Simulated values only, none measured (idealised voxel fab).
voxel transistor to metal: a process module
Pictured: cross-section cut, 185 nm wide, on a grid of 5 nm square cells.
This document writes a cross-section as a grid whose cells are square, and gives it as bands, listed from the top down; one or more rows of cells form a band. Quick guide to a band line: top height, bottom height (nm) up front; then every material left to right with its width in nm. Only one material and it's marked "throughout"? Then it fills the band edge to edge. And "blank" just means empty space. Below 0: as-received wafer, all one material; heights counted from there. Lowest band: no bottom, goes on down, written "0..down". So if you see something like "30->40" for the width, read it as the top row of the band sitting at the first number and the bottom row at the second, with every row in between moving by the same amount as the last. Take "remains unaltered" at face value: in the step it is given for, the cross-section changed in none of its cells. "Closed void inventory" enumerates empty spaces isolated from the top, with no open way to it, that contain at least 8 cells, giving each as width x height at distance from the left edge, all three in nm. On a step's line, text after the settings is the simulator commenting on that step. "overlay nm" denotes, for a step that has a mask, the displacement of the mask to the right of its planned place, with negative values corresponding to the left.

**Steps planned for the process**
- 1: op RECEIVE | material Si
- 2: op CONFORMAL_DEP | material SiO2 | thk nm 5
- 3: op CONFORMAL_DEP | material SiN | thk nm 10
- 4: op MASKED_ETCH | tone cover | mask id ACTIVE | width nm 120 | etch materials SiN | depth nm 10 | overlay nm 0
- 5: op MASKED_ETCH | tone cover | mask id ACTIVE | width nm 120 | etch materials SiO2 | depth nm 5 | overlay nm 0
- 6: op MASKED_ETCH | tone cover | mask id ACTIVE | width nm 120 | etch materials Si | depth nm 20 | overlay nm 0
- 7: op OXIDIZE | depth nm 5
- 8: op FILL_DEP | material SiO2 | thk nm 5
- 9: op CMP | height nm 15
- 10: op SELECTIVE_ETCH | etch materials SiO2 | depth nm 10
- 11: op STRIP | etch materials SiN
- 12: op SELECTIVE_ETCH | etch materials SiO2 | depth nm 5
- 13: op OXIDIZE | depth nm 5
- 14: op DIRECTIONAL_DEP | material polySi | thk nm 25
- 15: op DIRECTIONAL_DEP | material SiCN | thk nm 10
- 16: op MASKED_ETCH | tone cover | mask id GATE | width nm 30 | etch materials SiCN | depth nm 20 | overlay nm 0
- 17: op MASKED_ETCH | tone cover | mask id GATE | width nm 30 | etch materials polySi | depth nm 35 | overlay nm 0
- 18: op CONFORMAL_DEP | material SiO2 | thk nm 5
- 19: op DIRECTIONAL_ETCH | etch materials SiO2 | depth nm 5
- 20: op CONFORMAL_DEP | material SiN | thk nm 5
- 21: op DIRECTIONAL_ETCH | etch materials SiN | depth nm 5
- 22: op DIRECTIONAL_ETCH | etch materials SiO2 | depth nm 5
- 23: op DIRECTIONAL_ETCH | etch materials Si | depth nm 15
- 24: op EPI | material SiGe | thk nm 20
- 25: op FILL_DEP | material SiO2 | thk nm 10
- 26: op CMP | height nm 25
- 27: op STRIP | etch materials polySi
- 28: op SELECTIVE_ETCH | etch materials SiO2 | depth nm 5
- 29: op CONFORMAL_DEP | material HfO2 | thk nm 5
- 30: op CONFORMAL_DEP | material TiN | thk nm 5
- 31: op FILL_DEP | material W | thk nm 10
- 32: op CMP | height nm 10
- 33: op DIRECTIONAL_DEP | material SiO2 | thk nm 10
- 34: op DIRECTIONAL_DEP | material aC | thk nm 10
- 35: op PATTERN | tone open | mask id CONTACT | material resist | width nm 20 | pitch nm 90 | thk nm 25 | overlay nm 0
- 36: op DIRECTIONAL_ETCH | etch materials aC | depth nm 10
- 37: op STRIP | etch materials resist
- 38: op DIRECTIONAL_ETCH | etch materials SiO2 | depth nm 30
- 39: op STRIP | etch materials aC
- 40: op CONFORMAL_DEP | material TiN | thk nm 5
- 41: op FILL_DEP | material Ru | thk nm 5
- 42: op CMP | height nm 30
- 43: op CONFORMAL_DEP | material SiCN | thk nm 5
- 44: op DIRECTIONAL_DEP | material lowk | thk nm 25
- 45: op DIRECTIONAL_DEP | material aC | thk nm 15
- 46: op PATTERN | tone open | mask id METAL_1 | material resist | width nm 20 | pitch nm 90 | thk nm 35 | overlay nm 0
- 47: op DIRECTIONAL_ETCH | etch materials aC | depth nm 15
- 48: op STRIP | etch materials resist
- 49: op DIRECTIONAL_ETCH | etch materials lowk | depth nm 25
- 50: op DIRECTIONAL_ETCH | etch materials SiCN | depth nm 5
- 51: op STRIP | etch materials aC
- 52: op CONFORMAL_DEP | material TiN | thk nm 5
- 53: op FILL_DEP | material Ru | thk nm 5
- 54: op CMP | height nm 60
- 55: op CONFORMAL_DEP | material SiCN | thk nm 5
Quick note for whoever runs this: the wafers start identical, but the height nm at step 32 isn't the same across them. The plan just shows what the first wafer had.

**First wafer of several, as received: cross-section after step 1**
    0..down | Si throughout
    Closed void inventory: none

**Once step 55, the last step, is complete, the module is at its end; this is the cross-section of the first of several wafers**
    65..60 | SiCN throughout
    60..35 | lowk (35) | TiN (5) | Ru (10) | TiN (5) | lowk (70) | TiN (5) | Ru (10) | TiN (5) | lowk (40)
    35..30 | SiCN (35) | TiN (20) | SiCN (70) | TiN (20) | SiCN (40)
    30..25 | Ru throughout
    25..20 | TiN (40) | Ru (10) | TiN (80) | Ru (10) | TiN (45)
    20..15 | SiO2 (35) | TiN (5) | Ru (10) | TiN (5) | SiO2 (70) | TiN (5) | Ru (10) | TiN (5) | SiO2 (40)
    15..10 | SiO2 (35) | TiN (20) | SiO2 (70) | TiN (20) | SiO2 (40)
    10..5 | SiO2 (35) | TiN (10) | SiGe (20) | SiN (5) | HfO2 (5) | TiN (5) | W (20) | TiN (5) | HfO2 (5) | SiN (5) | SiGe (20) | TiN (10) | SiO2 (40)
    5..0 | SiO2 (35) | TiN (10) | SiGe (20) | SiN (5) | HfO2 (5) | TiN (30) | HfO2 (5) | SiN (5) | SiGe (20) | TiN (10) | SiO2 (40)
    0..-5 | SiO2 (30) | SiGe (35) | SiO2 (5) | HfO2 (40) | SiO2 (5) | SiGe (35) | SiO2 (35)
    -5..-20 | SiO2 (35) | SiGe (30) | Si (50) | SiGe (30) | SiO2 (40)
    -20..-25 | SiO2 (35) | Si (110) | SiO2 (40)
    -25..down | Si throughout
    Closed void inventory: none

**Final wafer of several, shown in cross-section at the end of the module**
    65..60 | SiCN throughout
    60..35 | lowk (35) | TiN (5) | Ru (10) | TiN (5) | lowk (70) | TiN (5) | Ru (10) | TiN (5) | lowk (40)
    35..30 | SiCN (35) | TiN (20) | SiCN (70) | TiN (20) | SiCN (40)
    30..25 | TiN (60) | HfO2 (15) | TiN (5) | W (20) | TiN (5) | HfO2 (15) | TiN (65)
    25..20 | HfO2 (65) | SiN (5) | HfO2 (5) | TiN (5) | W (20) | TiN (5) | HfO2 (5) | SiN (5) | HfO2 (70)
    20..15 | SiO2 (65) | SiN (5) | HfO2 (5) | TiN (5) | W (20) | TiN (5) | HfO2 (5) | SiN (5) | SiO2 (70)
    15..5 | SiO2 (45) | SiGe (20) | SiN (5) | HfO2 (5) | TiN (5) | W (20) | TiN (5) | HfO2 (5) | SiN (5) | SiGe (20) | SiO2 (50)
    5..0 | SiO2 (45) | SiGe (20) | SiN (5) | HfO2 (5) | TiN (30) | HfO2 (5) | SiN (5) | SiGe (20) | SiO2 (50)
    0..-5 | SiO2 (30) | SiGe (35) | SiO2 (5) | HfO2 (40) | SiO2 (5) | SiGe (35) | SiO2 (35)
    -5..-20 | SiO2 (35) | SiGe (30) | Si (50) | SiGe (30) | SiO2 (40)
    -20..-25 | SiO2 (35) | Si (110) | SiO2 (40)
    -25..down | Si throughout
    Closed void inventory: none

**each wafer at the end: cells of each material gained (+) or lost (-) since it was received, then its closed voids**
height nm 10 | +12 HfO2 | +65 Ru | -133 Si | +66 SiCN | +66 SiGe | +4 SiN | +163 SiO2 | +89 TiN | +4 W | +145 lowk | Closed void inventory: none
height nm 15 | +14 HfO2 | +28 Ru | -133 Si | +66 SiCN | +74 SiGe | +6 SiN | +178 SiO2 | +95 TiN | +8 W | +145 lowk | Closed void inventory: none
height nm 20 | +16 HfO2 | +28 Ru | -133 Si | +66 SiCN | +74 SiGe | +8 SiN | +197 SiO2 | +68 TiN | +12 W | +145 lowk | Closed void inventory: none
height nm 25 | +45 HfO2 | +20 Ru | -133 Si | +66 SiCN | +74 SiGe | +10 SiN | +188 SiO2 | +50 TiN | +16 W | +145 lowk | Closed void inventory: none
height nm 30 | +51 HfO2 | +20 Ru | -133 Si | +66 SiCN | +74 SiGe | +10 SiN | +159 SiO2 | +69 TiN | +20 W | +145 lowk | Closed void inventory: none
height nm 35 | +51 HfO2 | +20 Ru | -133 Si | +66 SiCN | +74 SiGe | +10 SiN | +159 SiO2 | +69 TiN | +20 W | +145 lowk | Closed void inventory: none
